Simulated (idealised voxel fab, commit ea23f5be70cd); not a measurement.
Title: Process Module voxel ribs on slabs
185 nm wide, 5 nm square cells: that's cross-section cut.
Each cross-section below is a grid of square cells, stated as bands in top-down order, with one or more rows of cells making up each band.
A band entry consists of two parts. The first gives the height of the band's top and the height of its bottom, in nm. The rest lists the band's materials from left to right, each with its width in nm. A single material labelled with the word "edge to edge" fills the band from edge to edge, and the word "air" marks empty space.
Counting heights begins at 0, where everything beneath is, in the wafer as received, one material. The lowest band has no bottom; it goes on downwards, as "top 0, no bottom" shows.
The expression "30..40" gives the width at the extremes of the band, the first number at its top row of cells and the second at its bottom row, with the width changing by equal amounts from each row to the next in between.
A step reported as "same as before" is a step in which no cell of the cross-section changed.
"Voids lacking openings" - sealed voids, min. 8 cells, no opening to top; format: width x height at distance (distance from left edge; nm throughout).
Formally, on a step line, whatever follows the settings is a remark that the simulator itself makes on the step.
If you see "overlay nm" on a step's line and that step has a mask, it's telling you how far right of where it was planned the mask ended up; a negative number means it went left instead.
These are the steps we planned for the process
1: RECEIVE: material Si
2: DIRECTIONAL_DEP: material SiO2, thk nm 25
3: DIRECTIONAL_DEP: material SiN, thk nm 15
4: PATTERN: tone cover, mask id RIB, material resist, width nm 30, thk nm 15, overlay nm 0
5: DIRECTIONAL_ETCH: etch materials SiN, depth nm 5
6: STRIP: etch materials resist
7: DIRECTIONAL_DEP: material aC, thk nm 10
8: PATTERN: tone cover, mask id SLAB, material resist, width nm 60, thk nm 25, overlay nm 0
9: DIRECTIONAL_ETCH: etch materials aC, depth nm 10
10: STRIP: etch materials resist
11: DIRECTIONAL_ETCH: etch materials SiN, depth nm 10
12: STRIP: etch materials aC
13: FILL_DEP: material SiO2, thk nm 25
14: CMP: height nm 60
15: DIRECTIONAL_DEP: material W, thk nm 5
16: PATTERN: tone cover, mask id HEATER, material resist, width nm 40, thk nm 15, overlay nm 0
17: DIRECTIONAL_ETCH: etch materials W, depth nm 5
18: STRIP: etch materials resist
19: CONFORMAL_DEP: material SiN, thk nm 10
Received-state cross-section, reflecting completion of step 1
- top 0, no bottom: Si edge to edge
- Voids lacking openings: none
What the wafer looks like in cross-section after this module, when it starts as shown above and follows the plan above but one mistake is made in running it
- top 75, bottom 70: 60 of air, 60 of SiN, 65 of air
- top 70, bottom 65: SiN edge to edge
- top 65, bottom 60: 70 of SiN, 40 of W, 75 of SiN
- top 60, bottom 40: SiO2 edge to edge
- top 40, bottom 35: 75 of SiO2, 30 of SiN, 80 of SiO2
- top 35, bottom 25: 65 of SiO2, 50 of SiN, 70 of SiO2
- top 25, bottom 0: SiO2 edge to edge
- top 0, no bottom: Si edge to edge
- Voids lacking openings: none
It is concluded that the wafer was processed incorrectly with respect to the plan, in that step 8, actual vs plan mismatch, actual run PATTERN: tone cover, mask id SLAB, material resist, width nm 50, thk nm 25, overlay nm 0
